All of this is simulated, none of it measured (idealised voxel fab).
Title: Process Module voxel wiring stack
We display cut, a cross-section 180 nm in width whose square cells are each 5 nm.
A cross-section in this document is a grid of square cells, and it is written down as bands, the top band listed before the ones below it; a band is made up of one or more rows of cells.
A band entry consists of two parts. The first gives the height of the band's top and the height of its bottom, in nm. The rest lists the band's materials from left to right, each with its width in nm. A single material labelled with the word "throughout" fills the band from edge to edge, and the word "empty" marks empty space.
Heights from 0 (as-received wafer is one material below). Bottom band endless downward, as "0 nm and below".
It should be noted that a width expressed as "30..40" varies in equal increments from row to row of cells within the band, taking the value of the first number at the top row and that of the second number at the bottom row.
Key: "stayed the same" - step with no changed cell in the cross-section.
"Closed void table" specifies each empty space that is not open to the top and that occupies no fewer than 8 cells, using the form width x height at distance, the distance measured from the left edge and all three quantities in nm.
Step line, after settings: the simulator's comment on this step.
The line of a step may include "overlay nm". On a step with a mask, this value is how far to the right of its planned place the mask lay. A negative value means the mask lay to the left.
-- List of planned process steps
1,op RECEIVE | material Si
2,op CONFORMAL_DEP | material SiO2 | thk nm 10
3,op CONFORMAL_DEP | material SiN | thk nm 5
4,op DIRECTIONAL_DEP | material SiO2 | thk nm 25
5,op PATTERN | tone open | mask id METAL_1 | material resist | width nm 30 | pitch nm 60 | thk nm 20 | overlay nm 0
6,op DIRECTIONAL_ETCH | etch materials SiO2 | depth nm 25
7,op DIRECTIONAL_ETCH | etch materials SiN | depth nm 5
8,op STRIP | etch materials resist
9,op CONFORMAL_DEP | material TiN | thk nm 5
10,op FILL_DEP | material W | thk nm 5
11,op CMP | height nm 40
12,op CONFORMAL_DEP | material SiCN | thk nm 5
13,op DIRECTIONAL_DEP | material SiO2 | thk nm 10
14,op MASKED_ETCH | tone open | mask id PLUG_1 | width nm 15 | etch materials SiO2 | depth nm 10 | overlay nm 0
15,op MASKED_ETCH | tone open | mask id PLUG_1 | width nm 15 | etch materials SiCN | depth nm 5 | overlay nm 0
16,op CONFORMAL_DEP | material TiN | thk nm 5
17,op FILL_DEP | material Cu | thk nm 5
18,op CMP | height nm 55
19,op DIRECTIONAL_DEP | material TiN | thk nm 5
20,op DIRECTIONAL_DEP | material Ru | thk nm 25
21,op PATTERN | tone cover | mask id METAL_2 | material resist | width nm 30 | pitch nm 60 | thk nm 15 | overlay nm 0
22,op DIRECTIONAL_ETCH | etch materials Ru | depth nm 25
23,op DIRECTIONAL_ETCH | etch materials TiN | depth nm 5
24,op STRIP | etch materials resist
25,op CONFORMAL_DEP | material SiCN | thk nm 5
26,op FILL_DEP | material SiO2 | thk nm 10
27,op CMP | height nm 85
28,op CONFORMAL_DEP | material SiCN | thk nm 5
29,op DIRECTIONAL_DEP | material SiO2 | thk nm 30
30,op DIRECTIONAL_DEP | material aC | thk nm 10
31,op PATTERN | tone open | mask id METAL_3_HOLES | material resist | width nm 15 | pitch nm 60 | thk nm 30 | overlay nm 0
32,op DIRECTIONAL_ETCH | etch materials aC | depth nm 10
33,op STRIP | etch materials resist
34,op DIRECTIONAL_ETCH | etch materials SiO2 | depth nm 30
35,op STRIP | etch materials aC
36,op PATTERN | tone open | mask id METAL_3 | material resist | width nm 30 | pitch nm 60 | thk nm 15 | overlay nm 0
37,op DIRECTIONAL_ETCH | etch materials SiO2 | depth nm 20
38,op DIRECTIONAL_ETCH | etch materials SiCN | depth nm 5
39,op STRIP | etch materials resist
40,op CONFORMAL_DEP | material TiN | thk nm 5
41,op FILL_DEP | material Cu | thk nm 10
42,op CMP | height nm 120
43,op CONFORMAL_DEP | material SiN | thk nm 5
-- Cross-sectional view of the wafer in its as-received condition, corresponding to the state after step 1
* 0 nm and below: Si throughout
* Closed void table: none
-- Cross-section: first of two wafers, module finished, run according to plan
* 125 nm to 120 nm: SiN throughout
* 120 nm to 105 nm: 45 nm SiO2, then 5 nm TiN, then 20 nm Cu, then 5 nm TiN, then 30 nm SiO2, then 5 nm TiN, then 20 nm Cu, then 5 nm TiN, then 45 nm SiO2
* 105 nm to 100 nm: 45 nm SiO2, then 5 nm TiN, then 5 nm Cu, then 20 nm TiN, then 30 nm SiO2, then 5 nm TiN, then 5 nm Cu, then 20 nm TiN, then 45 nm SiO2
* 100 nm to 90 nm: 45 nm SiO2, then 5 nm TiN, then 5 nm Cu, then 5 nm TiN, then 45 nm SiO2, then 5 nm TiN, then 5 nm Cu, then 5 nm TiN, then 60 nm SiO2
* 90 nm to 85 nm: 45 nm SiCN, then 15 nm TiN, then 45 nm SiCN, then 15 nm TiN, then 60 nm SiCN
* 85 nm to 60 nm: 40 nm SiO2, then 5 nm SiCN, then 30 nm Ru, then 5 nm SiCN, then 20 nm SiO2, then 5 nm SiCN, then 30 nm Ru, then 5 nm SiCN, then 40 nm SiO2
* 60 nm to 55 nm: 45 nm SiCN, then 30 nm TiN, then 30 nm SiCN, then 30 nm TiN, then 45 nm SiCN
* 55 nm to 45 nm: 45 nm SiO2, then 5 nm TiN, then 5 nm Cu, then 5 nm TiN, then 120 nm SiO2
* 45 nm to 40 nm: 45 nm SiCN, then 15 nm TiN, then 120 nm SiCN
* 40 nm to 15 nm: 45 nm SiO2, then 5 nm TiN, then 20 nm W, then 5 nm TiN, then 30 nm SiO2, then 5 nm TiN, then 20 nm W, then 5 nm TiN, then 45 nm SiO2
* 15 nm to 10 nm: 45 nm SiN, then 30 nm TiN, then 30 nm SiN, then 30 nm TiN, then 45 nm SiN
* 10 nm to 0 nm: SiO2 throughout
* 0 nm and below: Si throughout
* Closed void table: none
-- Cross-section, second wafer: same start as the first, same plan as the first, one mistake in running it; taken at the end of the module
* 125 nm to 120 nm: SiN throughout
* 120 nm to 105 nm: 45 nm SiO2, then 5 nm TiN, then 20 nm Cu, then 5 nm TiN, then 30 nm SiO2, then 5 nm TiN, then 20 nm Cu, then 5 nm TiN, then 45 nm SiO2
* 105 nm to 100 nm: 45 nm SiO2, then 5 nm TiN, then 5 nm Cu, then 20 nm TiN, then 30 nm SiO2, then 5 nm TiN, then 5 nm Cu, then 20 nm TiN, then 45 nm SiO2
* 100 nm to 90 nm: 45 nm SiO2, then 5 nm TiN, then 5 nm Cu, then 5 nm TiN, then 45 nm SiO2, then 5 nm TiN, then 5 nm Cu, then 5 nm TiN, then 60 nm SiO2
* 90 nm to 85 nm: 45 nm SiCN, then 15 nm TiN, then 45 nm SiCN, then 15 nm TiN, then 60 nm SiCN
* 85 nm to 70 nm: 30 nm SiO2, then 15 nm SiCN, then 30 nm Ru, then 30 nm SiCN, then 30 nm Ru, then 15 nm SiCN, then 30 nm SiO2
* 70 nm to 60 nm: 45 nm SiCN, then 30 nm Ru, then 30 nm SiCN, then 30 nm Ru, then 45 nm SiCN
* 60 nm to 55 nm: 45 nm SiCN, then 30 nm TiN, then 30 nm SiCN, then 30 nm TiN, then 45 nm SiCN
* 55 nm to 45 nm: 45 nm SiO2, then 5 nm TiN, then 5 nm Cu, then 5 nm TiN, then 120 nm SiO2
* 45 nm to 40 nm: 45 nm SiCN, then 15 nm TiN, then 120 nm SiCN
* 40 nm to 15 nm: 45 nm SiO2, then 5 nm TiN, then 20 nm W, then 5 nm TiN, then 30 nm SiO2, then 5 nm TiN, then 20 nm W, then 5 nm TiN, then 45 nm SiO2
* 15 nm to 10 nm: 45 nm SiN, then 30 nm TiN, then 30 nm SiN, then 30 nm TiN, then 45 nm SiN
* 10 nm to 0 nm: SiO2 throughout
* 0 nm and below: Si throughout
* Closed void table: none
Against the plan, the run slipped here: the process deviated at step 25: the operation and settings actually run there were op CONFORMAL_DEP | material SiCN | thk nm 15
The final cell counts differ between the wafers, with the second having more or fewer of some materials than the first: SiCN: 64 more | SiO2: 64 fewer
